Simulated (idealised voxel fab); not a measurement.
The document below concerns the process module designated voxel fin reveal.
The cross-section on display is named cut; it measures 180 nm wide, and its cells are 5 nm squares.
Cross-section, as written here: a square-cell grid given band by band from the top down, where a band holds one or more rows of cells.
Each band's line starts with the height of the band's top and of its bottom, in nm. Then come its materials from left to right, each with its width in nm. One material with "everywhere" fills the band from edge to edge. "empty" is empty space.
Beneath 0, the wafer as received is one material, and that level is where height counting begins. The lowest band goes on downward without a bottom; it is written like "z 0 and below".
Width: "30 to 40" (first number = top row, second number = bottom row, same change from row to row of cells).
The cross-section has no changed cell in any step marked "changes: none".
Listed in "Voids, enclosed": every empty space of 8 or more cells without an open way to the top. Form: width x height at distance, the distance being from the left edge, all in nm.
The remark found on a step's line after its settings is issued by the simulator itself and pertains to that step.
overlay nm: for a step with a mask, the amount by which the mask lay right of where it was planned; a negative amount means left of it.
-- Planned process steps
1. op RECEIVE | material Si
2. op CONFORMAL_DEP | material SiN | thk nm 10
3. op DIRECTIONAL_DEP | material aC | thk nm 15
4. op PATTERN | tone cover | mask id FINS | material resist | width nm 15 | pitch nm 40 | thk nm 35 | overlay nm 0
5. op DIRECTIONAL_ETCH | etch materials aC | depth nm 15
6. op STRIP | etch materials resist
7. op DIRECTIONAL_ETCH | etch materials SiN | depth nm 10
8. op DIRECTIONAL_ETCH | etch materials Si | depth nm 35
9. op STRIP | etch materials aC
10. op FILL_DEP | material SiO2 | thk nm 10
11. op CMP | height nm 10
12. op SELECTIVE_ETCH | etch materials SiO2 | depth nm 20
13. op STRIP | etch materials SiN
For clarity, it should be stated that the wafers under discussion commence in an identical condition and differ with respect to the width nm of step 4, the plan indicating the value that the first wafer had.
-- Cross-section of the first incoming wafer of several, state after step 1
	z 0 and below  Si everywhere
	Voids, enclosed: none
-- Cross-sectional representation of the first of several wafers at the end of the module, i.e. after its terminal step, step 13
	z 0 to -10  40 nm empty / 15 nm Si / 25 nm empty / 15 nm Si / 25 nm empty / 15 nm Si / 45 nm empty
	z -10 to -35  40 nm SiO2 / 15 nm Si / 25 nm SiO2 / 15 nm Si / 25 nm SiO2 / 15 nm Si / 45 nm SiO2
	z -35 and below  Si everywhere
	Voids, enclosed: none
-- Final wafer of several, shown in cross-section at the end of the module
	z 0 to -10  35 nm empty / 25 nm Si / 15 nm empty / 25 nm Si / 15 nm empty / 25 nm Si / 40 nm empty
	z -10 to -35  35 nm SiO2 / 25 nm Si / 15 nm SiO2 / 25 nm Si / 15 nm SiO2 / 25 nm Si / 40 nm SiO2
	z -35 and below  Si everywhere
	Voids, enclosed: none
-- Per-wafer rows below. For each material: cells gained (+) or lost (-) since the wafer was received, as of end of module. Then: closed voids
width nm 15 | -189 Si | +135 SiO2 | Voids, enclosed: none
width nm 20 | -168 Si | +120 SiO2 | Voids, enclosed: none
width nm 25 | -147 Si | +105 SiO2 | Voids, enclosed: none
